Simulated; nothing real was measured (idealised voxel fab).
You're looking at the process module voxel tone inversion.
We display cut, a cross-section 185 nm in width whose square cells are each 5 nm.
Heads up, the way a cross-section reads in here is a grid of square cells, handed over as bands from the top down, with every band being one or more rows of cells. Quick guide to a band line: top height, bottom height (nm) up front; then every material left to right with its width in nm. Only one material and it's marked "full width"? Then it fills the band edge to edge. And "air" just means empty space. Counting heights begins at 0, where everything beneath is, in the wafer as received, one material. The lowest band has no bottom; it goes on downwards, as "0..down" shows. When a width is written as two numbers, as in "30->40", the first number is the width in the top row of cells of the band and the second is the width in its bottom row, and the width changes by the same amount from each row to the next. A step reported as "no alterations made" is a step in which no cell of the cross-section changed. This entry, "Closed void roster", enumerates those empty regions of no fewer than 8 cells that possess no open connection to the top. Each region is reported in the form width x height at distance, the distance being taken from the left edge, with all three quantities expressed in nm. Post-settings text on a step line: simulator's own remark regarding the step. For masked steps, "overlay nm" on the step line gives how far right of plan the mask actually lay; a minus sign means it lay to the left.
These are the steps we planned for the process
step 1: RECEIVE [material Si]
step 2: CONFORMAL_DEP [material SiCN] [thk nm 10]
step 3: DIRECTIONAL_DEP [material aC] [thk nm 15]
step 4: PATTERN [tone cover] [mask id POSTS] [material resist] [width nm 20] [pitch nm 50] [thk nm 20] [overlay nm -15]
step 5: DIRECTIONAL_ETCH [etch materials aC] [depth nm 15]
step 6: STRIP [etch materials resist]
step 7: FILL_DEP [material lowk] [thk nm 10]
step 8: CMP [height nm 25]
step 9: STRIP [etch materials aC]
step 10: CONFORMAL_DEP [material TiN] [thk nm 5]
step 11: FILL_DEP [material W] [thk nm 5]
step 12: CMP [height nm 25]
step 13: CONFORMAL_DEP [material SiCN] [thk nm 5]
Don't read the plan's overlay nm for step 4 as applying to every wafer: that's the first wafer's value, and the wafers differ in it, though they all start identical.
Incoming state of the first of several wafers in cross-section: after step 1
- 0..down: Si full width
- Closed void roster: none
Where each wafer stands at the end of the module, a row apiece: cells of each material gained (+) or lost (-) since it was received, then closed voids
overlay nm -15 | +111 SiCN | +16 TiN | +8 W | +87 lowk | Closed void roster: none
overlay nm -10 | +111 SiCN | +16 TiN | +8 W | +87 lowk | Closed void roster: none
overlay nm -5 | +111 SiCN | +16 TiN | +8 W | +87 lowk | Closed void roster: none
overlay nm 0 | +111 SiCN | +16 TiN | +8 W | +87 lowk | Closed void roster: none
overlay nm 5 | +111 SiCN | +16 TiN | +8 W | +87 lowk | Closed void roster: none
overlay nm 10 | +111 SiCN | +16 TiN | +8 W | +87 lowk | Closed void roster: none
overlay nm 15 | +111 SiCN | +16 TiN | +8 W | +87 lowk | Closed void roster: none
